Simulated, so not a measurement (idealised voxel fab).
Presented below is a process module, voxel capacitor over wiring.
Square cells of 5 nm make up the cross-section cut, whose width is 225 nm.
Notation: cross-section as square-cell grid; stated in bands, top first, going down; one or more cell rows per band. For a band, the entry starts with two heights in nm, that of the top and then that of the bottom, and carries on with the band's materials in order from left to right, each alongside its width in nm; the word "all across" beside a single material means it fills the band edge to edge, and "empty" means empty space. The reference from which all heights are counted is 0, the level beneath which the as-received wafer is entirely one material; the lowest band, having no lower bound, proceeds downward and is written after the example "0 nm and below". A width such as "30->40" changes by the same amount from each row of cells to the next, from the band's top row to its bottom row. "no modifications" means the step left every cell of the cross-section as it was. "Catalogued sealed voids" specifies each empty space that is not open to the top and that occupies no fewer than 8 cells, using the form width x height at distance, the distance measured from the left edge and all three quantities in nm. Where a step's line continues beyond its settings, the continuation is a remark by the simulator itself on that step. On any step carrying a mask, the "overlay nm" setting, if present on the step's line, tells how far right of its planned place the mask lay; negative values point to the left.
# Process steps - plan
step 1: op RECEIVE | material Si
step 2: op CONFORMAL_DEP | material SiO2 | thk nm 15
step 3: op DIRECTIONAL_DEP | material TiN | thk nm 5
step 4: op DIRECTIONAL_DEP | material W | thk nm 25
step 5: op MASKED_ETCH | tone cover | mask id METAL_1 | width nm 30 | pitch nm 95 | etch materials W | depth nm 25 | overlay nm 0
step 6: op MASKED_ETCH | tone cover | mask id METAL_1 | width nm 30 | pitch nm 95 | etch materials TiN | depth nm 5 | overlay nm 0
step 7: op CONFORMAL_DEP | material SiN | thk nm 5
step 8: op FILL_DEP | material SiO2 | thk nm 10
step 9: op CMP | height nm 45
step 10: op CONFORMAL_DEP | material SiCN | thk nm 5
step 11: op DIRECTIONAL_DEP | material lowk | thk nm 20
step 12: op DIRECTIONAL_DEP | material aC | thk nm 15
step 13: op PATTERN | tone open | mask id PLUG_1 | material resist | width nm 15 | thk nm 30 | overlay nm 0
step 14: op DIRECTIONAL_ETCH | etch materials aC | depth nm 15
step 15: op STRIP | etch materials resist
step 16: op DIRECTIONAL_ETCH | etch materials lowk | depth nm 20
step 17: op DIRECTIONAL_ETCH | etch materials SiCN | depth nm 5
step 18: op STRIP | etch materials aC
step 19: op EPI | material Ru | thk nm 10
step 20: op EPI | material Ru | thk nm 10
step 21: op EPI | material Ru | thk nm 5
step 22: op DIRECTIONAL_DEP | material TiN | thk nm 10
step 23: op DIRECTIONAL_DEP | material SiN | thk nm 5
step 24: op DIRECTIONAL_DEP | material TiN | thk nm 10
step 25: op DIRECTIONAL_DEP | material aC | thk nm 15
step 26: op PATTERN | tone cover | mask id UPPER_PLATE | material resist | width nm 70 | thk nm 35 | overlay nm 0
step 27: op DIRECTIONAL_ETCH | etch materials aC | depth nm 15
step 28: op STRIP | etch materials resist
step 29: op DIRECTIONAL_ETCH | etch materials TiN | depth nm 10
step 30: op DIRECTIONAL_ETCH | etch materials SiN | depth nm 5
step 31: op STRIP | etch materials aC
step 32: op DIRECTIONAL_DEP | material aC | thk nm 10
step 33: op PATTERN | tone cover | mask id LOWER_PLATE | material resist | width nm 80 | thk nm 25 | overlay nm 0
step 34: op DIRECTIONAL_ETCH | etch materials aC | depth nm 10
step 35: op STRIP | etch materials resist
step 36: op DIRECTIONAL_ETCH | etch materials TiN | depth nm 10
step 37: op STRIP | etch materials aC
step 38: op FILL_DEP | material SiO2 | thk nm 20
step 39: op CMP | height nm 100
step 40: op DIRECTIONAL_DEP | material aC | thk nm 15
step 41: op PATTERN | tone open | mask id PLUG_2 | material resist | width nm 15 | thk nm 35 | overlay nm 0
step 42: op DIRECTIONAL_ETCH | etch materials aC | depth nm 15
step 43: op STRIP | etch materials resist
step 44: op DIRECTIONAL_ETCH | etch materials SiO2 | depth nm 15
step 45: op STRIP | etch materials aC
step 46: op CONFORMAL_DEP | material TiN | thk nm 5
step 47: op FILL_DEP | material Ru | thk nm 10
step 48: op CMP | height nm 110
step 49: op CONFORMAL_DEP | material SiCN | thk nm 5
Quick note for whoever runs this: the wafers start identical, but the height nm at step 39 isn't the same across them. The plan just shows what the first wafer had.
# Cross-sectional view of the first of several wafers in the as-received condition, corresponding to the state following step 1
0 nm and below  Si all across
Catalogued sealed voids: none
# Module finished, last step 49 done: cross-section of the first of several wafers
115 nm to 110 nm  SiCN all across
110 nm to 105 nm  Ru all across
105 nm to 100 nm  80 of TiN / 5 of Ru / 140 of TiN
100 nm to 95 nm  75 of SiO2 / 15 of TiN / 135 of SiO2
95 nm to 85 nm  65 of SiO2 / 70 of TiN / 90 of SiO2
85 nm to 80 nm  65 of SiO2 / 70 of SiN / 90 of SiO2
80 nm to 70 nm  60 of SiO2 / 80 of TiN / 85 of SiO2
70 nm to 50 nm  65 of lowk / 15 of Ru / 145 of lowk
50 nm to 45 nm  65 of SiCN / 15 of Ru / 145 of SiCN
45 nm to 20 nm  45 of SiO2 / 5 of SiN / 30 of W / 5 of SiN / 55 of SiO2 / 5 of SiN / 30 of W / 5 of SiN / 45 of SiO2
20 nm to 15 nm  50 of SiN / 30 of TiN / 65 of SiN / 30 of TiN / 50 of SiN
15 nm to 0 nm  SiO2 all across
0 nm and below  Si all across
Catalogued sealed voids: none
# X-section, last wafer, module end
115 nm to 110 nm  SiCN all across
110 nm to 105 nm  75 of SiO2 / 5 of TiN / 5 of Ru / 5 of TiN / 135 of SiO2
105 nm to 100 nm  75 of SiO2 / 15 of TiN / 135 of SiO2
100 nm to 95 nm  SiO2 all across
95 nm to 85 nm  65 of SiO2 / 70 of TiN / 90 of SiO2
85 nm to 80 nm  65 of SiO2 / 70 of SiN / 90 of SiO2
80 nm to 70 nm  60 of SiO2 / 80 of TiN / 85 of SiO2
70 nm to 50 nm  65 of lowk / 15 of Ru / 145 of lowk
50 nm to 45 nm  65 of SiCN / 15 of Ru / 145 of SiCN
45 nm to 20 nm  45 of SiO2 / 5 of SiN / 30 of W / 5 of SiN / 55 of SiO2 / 5 of SiN / 30 of W / 5 of SiN / 45 of SiO2
20 nm to 15 nm  50 of SiN / 30 of TiN / 65 of SiN / 30 of TiN / 50 of SiN
15 nm to 0 nm  SiO2 all across
0 nm and below  Si all across
Catalogued sealed voids: none
# Table: wafers, a row each; end-of-module cell change per material since receipt, gain (+), loss (-); then closed voids
height nm 100 | +61 Ru | +87 SiCN | +67 SiN | +473 SiO2 | +119 TiN | +60 W | +168 lowk | Catalogued sealed voids: none
height nm 105 | +17 Ru | +87 SiCN | +67 SiN | +515 SiO2 | +121 TiN | +60 W | +168 lowk | Catalogued sealed voids: none
height nm 110 | +17 Ru | +87 SiCN | +67 SiN | +557 SiO2 | +79 TiN | +60 W | +168 lowk | Catalogued sealed voids: none
height nm 115 | +16 Ru | +87 SiCN | +67 SiN | +560 SiO2 | +77 TiN | +60 W | +168 lowk | Catalogued sealed voids: none
